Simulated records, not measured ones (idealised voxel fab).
Process module name: voxel wiring stack
Shown is cross-section cut, with a width of 185 nm and square cells of size 5 nm.
Cross-section spec: square-cell grid; bands listed top down; each band is one or more rows. Band: top height; bottom height; in nm. Then, left to right: material with width in nm, for each material. "all across": a single material spanning edge to edge. "air": empty space. The reference from which all heights are counted is 0, the level beneath which the as-received wafer is entirely one material; the lowest band, having no lower bound, proceeds downward and is written after the example "0 nm and below". Quick explanation for "30 to 40": the width changes in equal steps down the rows of cells, from the first number in the band's top row to the second number in its bottom row. A step reported as "no alteration" is a step in which no cell of the cross-section changed. Trapped voids: empty space of 8 cells or more with no open way to the top, each as width x height at its distance from the left edge, in nm. On each step's line, the part that comes after the settings is the simulator's own comment on the step. "overlay nm" answers the question of how far to the right of plan the mask lay on a step that has a mask, and when it is negative the answer is to the left. From here on the document is pairs. In a pair, the cross-section before one process step comes with the cross-section after it, and the latter goes no deeper than the lowest band that changed. What lies in between, the step and its settings, is written under the pair. A pair may be from a different run of this module on the same starting wafer than the pair above it, so it continues from that pair only where its entry headed "Pre-step section" says so.

### Pre-step section
90 nm to 85 nm  lowk (25), then TiN (5), then Cu (15), then TiN (5), then lowk (30), then TiN (5), then Cu (15), then TiN (5), then lowk (30), then TiN (5), then Cu (15), then TiN (5), then lowk (25)
85 nm to 80 nm  SiN (25), then TiN (25), then SiN (30), then TiN (25), then SiN (30), then TiN (25), then SiN (25)
80 nm to 70 nm  SiN all across
70 nm to 50 nm  lowk (25), then TiN (5), then W (5), then TiN (5), then lowk (95), then TiN (5), then W (5), then TiN (5), then lowk (35)
50 nm to 45 nm  SiCN (25), then TiN (15), then SiCN (95), then TiN (15), then SiCN (35)
45 nm to 20 nm  lowk (20), then SiN (5), then W (25), then SiN (5), then lowk (20), then SiN (5), then W (25), then SiN (5), then lowk (20), then SiN (5), then W (25), then SiN (5), then lowk (20)
20 nm to 15 nm  SiN (25), then TiN (25), then SiN (30), then TiN (25), then SiN (30), then TiN (25), then SiN (25)
15 nm to 0 nm  SiO2 all across
0 nm and below  Si all across
Trapped voids: none

### Step Result
95 nm to 90 nm  air (20), then Ru (35), then air (20), then Ru (35), then air (20), then Ru (35), then air (20)
Nothing below the height 90 has changed.
Trapped voids: none
Between the cross-sections above, the step performed was EPI with material Ru, thk nm 5

Pre-step section: carried over from the after image of the pair right above.

### Step Result
100 nm to 95 nm  SiCN all across
95 nm to 90 nm  SiCN (20), then Ru (35), then SiCN (20), then Ru (35), then SiCN (20), then Ru (35), then SiCN (20)
Nothing below the height 90 has changed.
Trapped voids: none
Between the cross-sections above, the step performed was FILL_DEP with material SiCN, thk nm 5

Pre-step section: carried over from the after image of the pair right above.

### Step Result
110 nm to 100 nm  lowk all across
Nothing below the height 100 has changed.
Trapped voids: none
Between the cross-sections above, the step performed was DIRECTIONAL_DEP with material lowk, thk nm 10

Pre-step section: carried over from the after image of the pair right above.

### Step Result
125 nm to 110 nm  resist (25), then air (15), then resist (40), then air (15), then resist (40), then air (15), then resist (35)
Nothing below the height 110 has changed.
Trapped voids: none
Between the cross-sections above, the step performed was PATTERN with tone open, mask id PLUG_2, material resist, width nm 15, pitch nm 55, thk nm 15, overlay nm 0

Pre-step section: carried over from the after image of the pair right above.

### Step Result
125 nm to 110 nm  resist (25), then air (15), then resist (40), then air (15), then resist (40), then air (15), then resist (35)
110 nm to 100 nm  lowk (25), then air (15), then lowk (40), then air (15), then lowk (40), then air (15), then lowk (35)
Nothing below the height 100 has changed.
Trapped voids: none
Between the cross-sections above, the step performed was DIRECTIONAL_ETCH with etch materials lowk, depth nm 10

Pre-step section: carried over from the after image of the pair right above.

### Step Result
125 nm to 110 nm  resist (25), then air (15), then resist (40), then air (15), then resist (40), then air (15), then resist (35)
110 nm to 100 nm  lowk (25), then air (15), then lowk (40), then air (15), then lowk (40), then air (15), then lowk (35)
100 nm to 95 nm  SiCN (25), then air (15), then SiCN (40), then air (15), then SiCN (40), then air (15), then SiCN (35)
Nothing below the height 95 has changed.
Trapped voids: none
Between the cross-sections above, the step performed was DIRECTIONAL_ETCH with etch materials SiCN, depth nm 5

Pre-step section: carried over from the after image of the pair right above.

### Step Result
110 nm to 100 nm  lowk (25), then air (15), then lowk (40), then air (15), then lowk (40), then air (15), then lowk (35)
Nothing below the height 100 has changed.
Trapped voids: none
Between the cross-sections above, the step performed was STRIP with etch materials resist

Pre-step section: carried over from the after image of the pair right above.

### Step Result
115 nm to 110 nm  TiN (30), then air (5), then TiN (50), then air (5), then TiN (50), then air (5), then TiN (40)
110 nm to 100 nm  lowk (25), then TiN (5), then air (5), then TiN (5), then lowk (40), then TiN (5), then air (5), then TiN (5), then lowk (40), then TiN (5), then air (5), then TiN (5), then lowk (35)
100 nm to 95 nm  SiCN (25), then TiN (15), then SiCN (40), then TiN (15), then SiCN (40), then TiN (15), then SiCN (35)
Nothing below the height 95 has changed.
Trapped voids: none
Between the cross-sections above, the step performed was CONFORMAL_DEP with material TiN, thk nm 5

Pre-step section: carried over from the after image of the pair right above.

### Step Result
125 nm to 115 nm  W all across
115 nm to 110 nm  TiN (30), then W (5), then TiN (50), then W (5), then TiN (50), then W (5), then TiN (40)
110 nm to 100 nm  lowk (25), then TiN (5), then W (5), then TiN (5), then lowk (40), then TiN (5), then W (5), then TiN (5), then lowk (40), then TiN (5), then W (5), then TiN (5), then lowk (35)
Nothing below the height 100 has changed.
Trapped voids: none
Between the cross-sections above, the step performed was FILL_DEP with material W, thk nm 10

Pre-step section: carried over from the after image of the pair right above.

### Step Result
110 nm to 100 nm  lowk (25), then TiN (5), then W (5), then TiN (5), then lowk (40), then TiN (5), then W (5), then TiN (5), then lowk (40), then TiN (5), then W (5), then TiN (5), then lowk (35)
Nothing below the height 100 has changed.
Trapped voids: none
Between the cross-sections above, the step performed was CMP with height nm 110

Pre-step section: carried over from the after image of the pair right above.

### Step Result
115 nm to 110 nm  SiCN all across
Nothing below the height 110 has changed.
Trapped voids: none
Between the cross-sections above, the step performed was CONFORMAL_DEP with material SiCN, thk nm 5

Pre-step section: carried over from the after image of the pair right above.

### Step Result
130 nm to 115 nm  lowk all across
Nothing below the height 115 has changed.
Trapped voids: none
Between the cross-sections above, the step performed was DIRECTIONAL_DEP with material lowk, thk nm 15

Pre-step section: carried over from the after image of the pair right above.

### Step Result
130 nm to 115 nm  lowk (25), then air (25), then lowk (30), then air (25), then lowk (30), then air (25), then lowk (25)
Nothing below the height 115 has changed.
Trapped voids: none
Between the cross-sections above, the step performed was MASKED_ETCH with tone open, mask id METAL_3, width nm 25, pitch nm 55, etch materials lowk, depth nm 15, overlay nm 0

Pre-step section: carried over from the after image of the pair right above.

### Step Result
130 nm to 115 nm  lowk (25), then air (25), then lowk (30), then air (25), then lowk (30), then air (25), then lowk (25)
115 nm to 110 nm  SiCN (25), then air (25), then SiCN (30), then air (25), then SiCN (30), then air (25), then SiCN (25)
Nothing below the height 110 has changed.
Trapped voids: none
Between the cross-sections above, the step performed was MASKED_ETCH with tone open, mask id METAL_3, width nm 25, pitch nm 55, etch materials SiCN, depth nm 5, overlay nm 0

Pre-step section: carried over from the after image of the pair right above.

### Step Result
135 nm to 130 nm  TiN (30), then air (15), then TiN (40), then air (15), then TiN (40), then air (15), then TiN (30)
130 nm to 115 nm  lowk (25), then TiN (5), then air (15), then TiN (5), then lowk (30), then TiN (5), then air (15), then TiN (5), then lowk (30), then TiN (5), then air (15), then TiN (5), then lowk (25)
115 nm to 110 nm  SiCN (25), then TiN (25), then SiCN (30), then TiN (25), then SiCN (30), then TiN (25), then SiCN (25)
Nothing below the height 110 has changed.
Trapped voids: none
Between the cross-sections above, the step performed was CONFORMAL_DEP with material TiN, thk nm 5

Pre-step section: carried over from the after image of the pair right above.

### Step Result
145 nm to 135 nm  Ru all across
135 nm to 130 nm  TiN (30), then Ru (15), then TiN (40), then Ru (15), then TiN (40), then Ru (15), then TiN (30)
130 nm to 115 nm  lowk (25), then TiN (5), then Ru (15), then TiN (5), then lowk (30), then TiN (5), then Ru (15), then TiN (5), then lowk (30), then TiN (5), then Ru (15), then TiN (5), then lowk (25)
Nothing below the height 115 has changed.
Trapped voids: none
Between the cross-sections above, the step performed was FILL_DEP with material Ru, thk nm 10

Pre-step section: carried over from the after image of the pair right above.

### Step Result
130 nm to 115 nm  lowk (25), then TiN (5), then Ru (15), then TiN (5), then lowk (30), then TiN (5), then Ru (15), then TiN (5), then lowk (30), then TiN (5), then Ru (15), then TiN (5), then lowk (25)
Nothing below the height 115 has changed.
Trapped voids: none
Between the cross-sections above, the step performed was CMP with height nm 130

Pre-step section: carried over from the after image of the pair right above.

### Step Result
135 nm to 130 nm  air (20), then Ru (35), then air (20), then Ru (35), then air (20), then Ru (35), then air (20)
Nothing below the height 130 has changed.
Trapped voids: none
Between the cross-sections above, the step performed was EPI with material Ru, thk nm 5

Pre-step section: carried over from the after image of the pair right above.

### Step Result
140 nm to 135 nm  SiCN all across
135 nm to 130 nm  SiCN (20), then Ru (35), then SiCN (20), then Ru (35), then SiCN (20), then Ru (35), then SiCN (20)
Nothing below the height 130 has changed.
Trapped voids: none
Between the cross-sections above, the step performed was FILL_DEP with material SiCN, thk nm 5

### Pre-step section
55 nm to 45 nm  aC all across
45 nm to 20 nm  W all across
20 nm to 15 nm  TiN all across
15 nm to 0 nm  SiO2 all across
0 nm and below  Si all across
Trapped voids: none

### Step Result
85 nm to 55 nm  air (25), then resist (30), then air (25), then resist (30), then air (25), then resist (30), then air (20)
Nothing below the height 55 has changed.
Trapped voids: none
Between the cross-sections above, the step performed was PATTERN with tone cover, mask id METAL_1, material resist, width nm 30, pitch nm 55, thk nm 30, overlay nm 0

Pre-step section: carried over from the after image of the pair right above.

### Step Result
75 nm to 55 nm  air (25), then resist (30), then air (25), then resist (30), then air (25), then resist (30), then air (20)
55 nm to 45 nm  air (25), then aC (30), then air (25), then aC (30), then air (25), then aC (30), then air (20)
Nothing below the height 45 has changed.
Trapped voids: none
Between the cross-sections above, the step performed was DIRECTIONAL_ETCH with etch materials aC, depth nm 10

Pre-step section: carried over from the after image of the pair right above.

### Step Result
55 nm to 45 nm  air (25), then aC (30), then air (25), then aC (30), then air (25), then aC (30), then air (20)
Nothing below the height 45 has changed.
Trapped voids: none
Between the cross-sections above, the step performed was STRIP with etch materials resist

Pre-step section: carried over from the after image of the pair right above.

### Step Result
55 nm to 45 nm  air (25), then aC (30), then air (25), then aC (30), then air (25), then aC (30), then air (20)
45 nm to 20 nm  air (25), then W (30), then air (25), then W (30), then air (25), then W (30), then air (20)
Nothing below the height 20 has changed.
Trapped voids: none
Between the cross-sections above, the step performed was DIRECTIONAL_ETCH with etch materials W, depth nm 25

Pre-step section: carried over from the after image of the pair right above.

### Step Result
55 nm to 45 nm  air (25), then aC (30), then air (25), then aC (30), then air (25), then aC (30), then air (20)
45 nm to 20 nm  air (25), then W (30), then air (25), then W (30), then air (25), then W (30), then air (20)
20 nm to 15 nm  air (25), then TiN (30), then air (25), then TiN (30), then air (25), then TiN (30), then air (20)
Nothing below the height 15 has changed.
Trapped voids: none
Between the cross-sections above, the step performed was DIRECTIONAL_ETCH with etch materials TiN, depth nm 5

Pre-step section: carried over from the after image of the pair right above.

### Step Result
45 nm to 20 nm  air (25), then W (30), then air (25), then W (30), then air (25), then W (30), then air (20)
Nothing below the height 20 has changed.
Trapped voids: none
Between the cross-sections above, the step performed was STRIP with etch materials aC

Pre-step section: carried over from the after image of the pair right above.

### Step Result
50 nm to 45 nm  air (20), then SiN (40), then air (15), then SiN (40), then air (15), then SiN (40), then air (15)
45 nm to 20 nm  air (20), then SiN (5), then W (30), then SiN (5), then air (15), then SiN (5), then W (30), then SiN (5), then air (15), then SiN (5), then W (30), then SiN (5), then air (15)
20 nm to 15 nm  SiN (25), then TiN (30), then SiN (25), then TiN (30), then SiN (25), then TiN (30), then SiN (20)
Nothing below the height 15 has changed.
Trapped voids: none
Between the cross-sections above, the step performed was CONFORMAL_DEP with material SiN, thk nm 5

Pre-step section: carried over from the after image of the pair right above.

### Step Result
55 nm to 50 nm  lowk all across
50 nm to 45 nm  lowk (20), then SiN (40), then lowk (15), then SiN (40), then lowk (15), then SiN (40), then lowk (15)
45 nm to 20 nm  lowk (20), then SiN (5), then W (30), then SiN (5), then lowk (15), then SiN (5), then W (30), then SiN (5), then lowk (15), then SiN (5), then W (30), then SiN (5), then lowk (15)
Nothing below the height 20 has changed.
Trapped voids: none
Between the cross-sections above, the step performed was FILL_DEP with material lowk, thk nm 5

Pre-step section: carried over from the after image of the pair right above.

### Step Result
45 nm to 20 nm  lowk (20), then SiN (5), then W (30), then SiN (5), then lowk (15), then SiN (5), then W (30), then SiN (5), then lowk (15), then SiN (5), then W (30), then SiN (5), then lowk (15)
Nothing below the height 20 has changed.
Trapped voids: none
Between the cross-sections above, the step performed was CMP with height nm 45

Pre-step section: carried over from the after image of the pair right above.

### Step Result
50 nm to 45 nm  SiCN all across
Nothing below the height 45 has changed.
Trapped voids: none
Between the cross-sections above, the step performed was CONFORMAL_DEP with material SiCN, thk nm 5

Pre-step section: carried over from the after image of the pair right above.

### Step Result
70 nm to 50 nm  lowk all across
Nothing below the height 50 has changed.
Trapped voids: none
Between the cross-sections above, the step performed was DIRECTIONAL_DEP with material lowk, thk nm 20

Pre-step section: carried over from the after image of the pair right above.

### Step Result
80 nm to 70 nm  aC all across
Nothing below the height 70 has changed.
Trapped voids: none
Between the cross-sections above, the step performed was DIRECTIONAL_DEP with material aC, thk nm 10

Pre-step section: carried over from the after image of the pair right above.

### Step Result
105 nm to 80 nm  resist (25), then air (15), then resist (95), then air (15), then resist (35)
Nothing below the height 80 has changed.
Trapped voids: none
Between the cross-sections above, the step performed was PATTERN with tone open, mask id PLUG_1, material resist, width nm 15, pitch nm 110, thk nm 25, overlay nm 0

Pre-step section: carried over from the after image of the pair right above.

### Step Result
95 nm to 80 nm  resist (25), then air (15), then resist (95), then air (15), then resist (35)
80 nm to 70 nm  aC (25), then air (15), then aC (95), then air (15), then aC (35)
Nothing below the height 70 has changed.
Trapped voids: none
Between the cross-sections above, the step performed was DIRECTIONAL_ETCH with etch materials aC, depth nm 10

Pre-step section: carried over from the after image of the pair right above.

### Step Result
80 nm to 70 nm  aC (25), then air (15), then aC (95), then air (15), then aC (35)
Nothing below the height 70 has changed.
Trapped voids: none
Between the cross-sections above, the step performed was STRIP with etch materials resist

Pre-step section: carried over from the after image of the pair right above.

### Step Result
80 nm to 70 nm  aC (25), then air (15), then aC (95), then air (15), then aC (35)
70 nm to 50 nm  lowk (25), then air (15), then lowk (95), then air (15), then lowk (35)
Nothing below the height 50 has changed.
Trapped voids: none
Between the cross-sections above, the step performed was DIRECTIONAL_ETCH with etch materials lowk, depth nm 20

Pre-step section: carried over from the after image of the pair right above.

### Step Result
80 nm to 70 nm  aC (25), then air (15), then aC (95), then air (15), then aC (35)
70 nm to 50 nm  lowk (25), then air (15), then lowk (95), then air (15), then lowk (35)
50 nm to 45 nm  SiCN (25), then air (15), then SiCN (95), then air (15), then SiCN (35)
Nothing below the height 45 has changed.
Trapped voids: none
Between the cross-sections above, the step performed was DIRECTIONAL_ETCH with etch materials SiCN, depth nm 5

Pre-step section: carried over from the after image of the pair right above.

### Step Result
70 nm to 50 nm  lowk (25), then air (15), then lowk (95), then air (15), then lowk (35)
Nothing below the height 50 has changed.
Trapped voids: none
Between the cross-sections above, the step performed was STRIP with etch materials aC

Pre-step section: carried over from the after image of the pair right above.

### Step Result
75 nm to 70 nm  TiN (30), then air (5), then TiN (105), then air (5), then TiN (40)
70 nm to 50 nm  lowk (25), then TiN (5), then air (5), then TiN (5), then lowk (95), then TiN (5), then air (5), then TiN (5), then lowk (35)
50 nm to 45 nm  SiCN (25), then TiN (15), then SiCN (95), then TiN (15), then SiCN (35)
Nothing below the height 45 has changed.
Trapped voids: none
Between the cross-sections above, the step performed was CONFORMAL_DEP with material TiN, thk nm 5

Pre-step section: carried over from the after image of the pair right above.

### Step Result
80 nm to 75 nm  W all across
75 nm to 70 nm  TiN (30), then W (5), then TiN (105), then W (5), then TiN (40)
70 nm to 50 nm  lowk (25), then TiN (5), then W (5), then TiN (5), then lowk (95), then TiN (5), then W (5), then TiN (5), then lowk (35)
Nothing below the height 50 has changed.
Trapped voids: none
Between the cross-sections above, the step performed was FILL_DEP with material W, thk nm 5

Pre-step section: carried over from the after image of the pair right above.

### Step Result
70 nm to 50 nm  lowk (25), then TiN (5), then W (5), then TiN (5), then lowk (95), then TiN (5), then W (5), then TiN (5), then lowk (35)
Nothing below the height 50 has changed.
Trapped voids: none
Between the cross-sections above, the step performed was CMP with height nm 70

Pre-step section: carried over from the after image of the pair right above.

### Step Result
75 nm to 70 nm  SiN all across
Nothing below the height 70 has changed.
Trapped voids: none
Between the cross-sections above, the step performed was CONFORMAL_DEP with material SiN, thk nm 5

Pre-step section: carried over from the after image of the pair right above.

### Step Result
90 nm to 75 nm  lowk all across
Nothing below the height 75 has changed.
Trapped voids: none
Between the cross-sections above, the step performed was DIRECTIONAL_DEP with material lowk, thk nm 15

Pre-step section: carried over from the after image of the pair right above.

### Step Result
90 nm to 75 nm  lowk (25), then air (25), then lowk (30), then air (25), then lowk (30), then air (25), then lowk (25)
Nothing below the height 75 has changed.
Trapped voids: none
Between the cross-sections above, the step performed was MASKED_ETCH with tone open, mask id METAL_2, width nm 25, pitch nm 55, etch materials lowk, depth nm 15, overlay nm 0

Pre-step section: carried over from the after image of the pair right above.

### Step Result
90 nm to 75 nm  lowk (25), then air (25), then lowk (30), then air (25), then lowk (30), then air (25), then lowk (25)
75 nm to 70 nm  SiN (25), then air (25), then SiN (30), then air (25), then SiN (30), then air (25), then SiN (25)
Nothing below the height 70 has changed.
Trapped voids: none
Between the cross-sections above, the step performed was MASKED_ETCH with tone open, mask id METAL_2, width nm 25, pitch nm 55, etch materials SiN, depth nm 5, overlay nm 0

Pre-step section: carried over from the after image of the pair right above.

### Step Result
95 nm to 90 nm  TiN (30), then air (15), then TiN (40), then air (15), then TiN (40), then air (15), then TiN (30)
90 nm to 75 nm  lowk (25), then TiN (5), then air (15), then TiN (5), then lowk (30), then TiN (5), then air (15), then TiN (5), then lowk (30), then TiN (5), then air (15), then TiN (5), then lowk (25)
75 nm to 70 nm  SiN (25), then TiN (25), then SiN (30), then TiN (25), then SiN (30), then TiN (25), then SiN (25)
Nothing below the height 70 has changed.
Trapped voids: none
Between the cross-sections above, the step performed was CONFORMAL_DEP with material TiN, thk nm 5

Pre-step section: carried over from the after image of the pair right above.

### Step Result
105 nm to 95 nm  Cu all across
95 nm to 90 nm  TiN (30), then Cu (15), then TiN (40), then Cu (15), then TiN (40), then Cu (15), then TiN (30)
90 nm to 75 nm  lowk (25), then TiN (5), then Cu (15), then TiN (5), then lowk (30), then TiN (5), then Cu (15), then TiN (5), then lowk (30), then TiN (5), then Cu (15), then TiN (5), then lowk (25)
Nothing below the height 75 has changed.
Trapped voids: none
Between the cross-sections above, the step performed was FILL_DEP with material Cu, thk nm 10

Pre-step section: carried over from the after image of the pair right above.

### Step Result
90 nm to 75 nm  lowk (25), then TiN (5), then Cu (15), then TiN (5), then lowk (30), then TiN (5), then Cu (15), then TiN (5), then lowk (30), then TiN (5), then Cu (15), then TiN (5), then lowk (25)
Nothing below the height 75 has changed.
Trapped voids: none
Between the cross-sections above, the step performed was CMP with height nm 90

Pre-step section: carried over from the after image of the pair right above.

### Step Result
95 nm to 90 nm  air (20), then Ru (35), then air (20), then Ru (35), then air (20), then Ru (35), then air (20)
Nothing below the height 90 has changed.
Trapped voids: none
Between the cross-sections above, the step performed was EPI with material Ru, thk nm 5

Pre-step section: carried over from the after image of the pair right above.

### Step Result
100 nm to 95 nm  SiCN all across
95 nm to 90 nm  SiCN (20), then Ru (35), then SiCN (20), then Ru (35), then SiCN (20), then Ru (35), then SiCN (20)
Nothing below the height 90 has changed.
Trapped voids: none
Between the cross-sections above, the step performed was FILL_DEP with material SiCN, thk nm 5

Pre-step section: carried over from the after image of the pair right above.

### Step Result
110 nm to 100 nm  lowk all across
Nothing below the height 100 has changed.
Trapped voids: none
Between the cross-sections above, the step performed was DIRECTIONAL_DEP with material lowk, thk nm 10

Pre-step section: carried over from the after image of the pair right above.

### Step Result
125 nm to 110 nm  resist (25), then air (15), then resist (40), then air (15), then resist (40), then air (15), then resist (35)
Nothing below the height 110 has changed.
Trapped voids: none
Between the cross-sections above, the step performed was PATTERN with tone open, mask id PLUG_2, material resist, width nm 15, pitch nm 55, thk nm 15, overlay nm 0

Pre-step section: carried over from the after image of the pair right above.

### Step Result
125 nm to 110 nm  resist (25), then air (15), then resist (40), then air (15), then resist (40), then air (15), then resist (35)
110 nm to 100 nm  lowk (25), then air (15), then lowk (40), then air (15), then lowk (40), then air (15), then lowk (35)
Nothing below the height 100 has changed.
Trapped voids: none
Between the cross-sections above, the step performed was DIRECTIONAL_ETCH with etch materials lowk, depth nm 10

Pre-step section: carried over from the after image of the pair right above.

### Step Result
125 nm to 110 nm  resist (25), then air (15), then resist (40), then air (15), then resist (40), then air (15), then resist (35)
110 nm to 100 nm  lowk (25), then air (15), then lowk (40), then air (15), then lowk (40), then air (15), then lowk (35)
100 nm to 95 nm  SiCN (25), then air (15), then SiCN (40), then air (15), then SiCN (40), then air (15), then SiCN (35)
Nothing below the height 95 has changed.
Trapped voids: none
Between the cross-sections above, the step performed was DIRECTIONAL_ETCH with etch materials SiCN, depth nm 5

Pre-step section: carried over from the after image of the pair right above.

### Step Result
110 nm to 100 nm  lowk (25), then air (15), then lowk (40), then air (15), then lowk (40), then air (15), then lowk (35)
Nothing below the height 100 has changed.
Trapped voids: none
Between the cross-sections above, the step performed was STRIP with etch materials resist

Pre-step section: carried over from the after image of the pair right above.

### Step Result
115 nm to 110 nm  TiN (30), then air (5), then TiN (50), then air (5), then TiN (50), then air (5), then TiN (40)
110 nm to 100 nm  lowk (25), then TiN (5), then air (5), then TiN (5), then lowk (40), then TiN (5), then air (5), then TiN (5), then lowk (40), then TiN (5), then air (5), then TiN (5), then lowk (35)
100 nm to 95 nm  SiCN (25), then TiN (15), then SiCN (40), then TiN (15), then SiCN (40), then TiN (15), then SiCN (35)
Nothing below the height 95 has changed.
Trapped voids: none
Between the cross-sections above, the step performed was CONFORMAL_DEP with material TiN, thk nm 5

Pre-step section: carried over from the after image of the pair right above.

### Step Result
125 nm to 115 nm  W all across
115 nm to 110 nm  TiN (30), then W (5), then TiN (50), then W (5), then TiN (50), then W (5), then TiN (40)
110 nm to 100 nm  lowk (25), then TiN (5), then W (5), then TiN (5), then lowk (40), then TiN (5), then W (5), then TiN (5), then lowk (40), then TiN (5), then W (5), then TiN (5), then lowk (35)
Nothing below the height 100 has changed.
Trapped voids: none
Between the cross-sections above, the step performed was FILL_DEP with material W, thk nm 10

Pre-step section: carried over from the after image of the pair right above.

### Step Result
110 nm to 100 nm  lowk (25), then TiN (5), then W (5), then TiN (5), then lowk (40), then TiN (5), then W (5), then TiN (5), then lowk (40), then TiN (5), then W (5), then TiN (5), then lowk (35)
Nothing below the height 100 has changed.
Trapped voids: none
Between the cross-sections above, the step performed was CMP with height nm 110

Pre-step section: carried over from the after image of the pair right above.

### Step Result
115 nm to 110 nm  SiCN all across
Nothing below the height 110 has changed.
Trapped voids: none
Between the cross-sections above, the step performed was CONFORMAL_DEP with material SiCN, thk nm 5

Pre-step section: carried over from the after image of the pair right above.

### Step Result
130 nm to 115 nm  lowk all across
Nothing below the height 115 has changed.
Trapped voids: none
Between the cross-sections above, the step performed was DIRECTIONAL_DEP with material lowk, thk nm 15

Pre-step section: carried over from the after image of the pair right above.

### Step Result
130 nm to 115 nm  lowk (25), then air (25), then lowk (30), then air (25), then lowk (30), then air (25), then lowk (25)
Nothing below the height 115 has changed.
Trapped voids: none
Between the cross-sections above, the step performed was MASKED_ETCH with tone open, mask id METAL_3, width nm 25, pitch nm 55, etch materials lowk, depth nm 15, overlay nm 0

Pre-step section: carried over from the after image of the pair right above.

### Step Result
130 nm to 115 nm  lowk (25), then air (25), then lowk (30), then air (25), then lowk (30), then air (25), then lowk (25)
115 nm to 110 nm  SiCN (25), then air (25), then SiCN (30), then air (25), then SiCN (30), then air (25), then SiCN (25)
Nothing below the height 110 has changed.
Trapped voids: none
Between the cross-sections above, the step performed was MASKED_ETCH with tone open, mask id METAL_3, width nm 25, pitch nm 55, etch materials SiCN, depth nm 5, overlay nm 0

Pre-step section: carried over from the after image of the pair right above.

### Step Result
135 nm to 130 nm  TiN (30), then air (15), then TiN (40), then air (15), then TiN (40), then air (15), then TiN (30)
130 nm to 115 nm  lowk (25), then TiN (5), then air (15), then TiN (5), then lowk (30), then TiN (5), then air (15), then TiN (5), then lowk (30), then TiN (5), then air (15), then TiN (5), then lowk (25)
115 nm to 110 nm  SiCN (25), then TiN (25), then SiCN (30), then TiN (25), then SiCN (30), then TiN (25), then SiCN (25)
Nothing below the height 110 has changed.
Trapped voids: none
Between the cross-sections above, the step performed was CONFORMAL_DEP with material TiN, thk nm 5

Pre-step section: carried over from the after image of the pair right above.

### Step Result
145 nm to 135 nm  Ru all across
135 nm to 130 nm  TiN (30), then Ru (15), then TiN (40), then Ru (15), then TiN (40), then Ru (15), then TiN (30)
130 nm to 115 nm  lowk (25), then TiN (5), then Ru (15), then TiN (5), then lowk (30), then TiN (5), then Ru (15), then TiN (5), then lowk (30), then TiN (5), then Ru (15), then TiN (5), then lowk (25)
Nothing below the height 115 has changed.
Trapped voids: none
Between the cross-sections above, the step performed was FILL_DEP with material Ru, thk nm 10

Pre-step section: carried over from the after image of the pair right above.

### Step Result
130 nm to 115 nm  lowk (25), then TiN (5), then Ru (15), then TiN (5), then lowk (30), then TiN (5), then Ru (15), then TiN (5), then lowk (30), then TiN (5), then Ru (15), then TiN (5), then lowk (25)
Nothing below the height 115 has changed.
Trapped voids: none
Between the cross-sections above, the step performed was CMP with height nm 130

Pre-step section: carried over from the after image of the pair right above.

### Step Result
135 nm to 130 nm  air (20), then Ru (35), then air (20), then Ru (35), then air (20), then Ru (35), then air (20)
Nothing below the height 130 has changed.
Trapped voids: none
Between the cross-sections above, the step performed was EPI with material Ru, thk nm 5

Pre-step section: carried over from the after image of the pair right above.

### Step Result
140 nm to 135 nm  SiCN all across
135 nm to 130 nm  SiCN (20), then Ru (35), then SiCN (20), then Ru (35), then SiCN (20), then Ru (35), then SiCN (20)
Nothing below the height 130 has changed.
Trapped voids: none
Between the cross-sections above, the step performed was FILL_DEP with material SiCN, thk nm 5

### Pre-step section
130 nm to 115 nm  lowk all across
115 nm to 110 nm  SiCN all across
110 nm to 100 nm  lowk (25), then TiN (5), then W (5), then TiN (5), then lowk (40), then TiN (5), then W (5), then TiN (5), then lowk (40), then TiN (5), then W (5), then TiN (5), then lowk (35)
100 nm to 95 nm  SiCN (25), then TiN (15), then SiCN (40), then TiN (15), then SiCN (40), then TiN (15), then SiCN (35)
95 nm to 90 nm  SiCN (20), then Ru (35), then SiCN (20), then Ru (35), then SiCN (20), then Ru (35), then SiCN (20)
90 nm to 75 nm  lowk (25), then TiN (5), then Cu (15), then TiN (5), then lowk (30), then TiN (5), then Cu (15), then TiN (5), then lowk (30), then TiN (5), then Cu (15), then TiN (5), then lowk (25)
75 nm to 70 nm  SiN (25), then TiN (25), then SiN (30), then TiN (25), then SiN (30), then TiN (25), then SiN (25)
70 nm to 50 nm  lowk (25), then TiN (5), then W (5), then TiN (5), then lowk (95), then TiN (5), then W (5), then TiN (5), then lowk (35)
50 nm to 45 nm  SiCN (25), then TiN (15), then SiCN (95), then TiN (15), then SiCN (35)
45 nm to 20 nm  lowk (20), then SiN (5), then W (25), then SiN (5), then lowk (20), then SiN (5), then W (25), then SiN (5), then lowk (20), then SiN (5), then W (25), then SiN (5), then lowk (20)
20 nm to 15 nm  SiN (25), then TiN (25), then SiN (30), then TiN (25), then SiN (30), then TiN (25), then SiN (25)
15 nm to 0 nm  SiO2 all across
0 nm and below  Si all across
Trapped voids: none

### Step Result
130 nm to 115 nm  lowk (15), then air (25), then lowk (30), then air (25), then lowk (30), then air (25), then lowk (35)
Nothing below the height 115 has changed.
Trapped voids: none
Between the cross-sections above, the step performed was MASKED_ETCH with tone open, mask id METAL_3, width nm 25, pitch nm 55, etch materials lowk, depth nm 15, overlay nm -10

Pre-step section: carried over from the after image of the pair right above.

### Step Result
130 nm to 115 nm  lowk (15), then air (25), then lowk (30), then air (25), then lowk (30), then air (25), then lowk (35)
115 nm to 110 nm  SiCN (25), then air (15), then SiCN (40), then air (15), then SiCN (40), then air (15), then SiCN (35)
Nothing below the height 110 has changed.
Trapped voids: none
Between the cross-sections above, the step performed was MASKED_ETCH with tone open, mask id METAL_3, width nm 25, pitch nm 55, etch materials SiCN, depth nm 5, overlay nm 0

Pre-step section: carried over from the after image of the pair right above.

### Step Result
135 nm to 130 nm  TiN (20), then air (15), then TiN (40), then air (15), then TiN (40), then air (15), then TiN (40)
130 nm to 120 nm  lowk (15), then TiN (5), then air (15), then TiN (5), then lowk (30), then TiN (5), then air (15), then TiN (5), then lowk (30), then TiN (5), then air (15), then TiN (5), then lowk (35)
120 nm to 115 nm  lowk (15), then TiN (15), then air (5), then TiN (5), then lowk (30), then TiN (15), then air (5), then TiN (5), then lowk (30), then TiN (15), then air (5), then TiN (5), then lowk (35)
115 nm to 110 nm  SiCN (25), then TiN (15), then SiCN (40), then TiN (15), then SiCN (40), then TiN (15), then SiCN (35)
Nothing below the height 110 has changed.
Trapped voids: none
Between the cross-sections above, the step performed was CONFORMAL_DEP with material TiN, thk nm 5
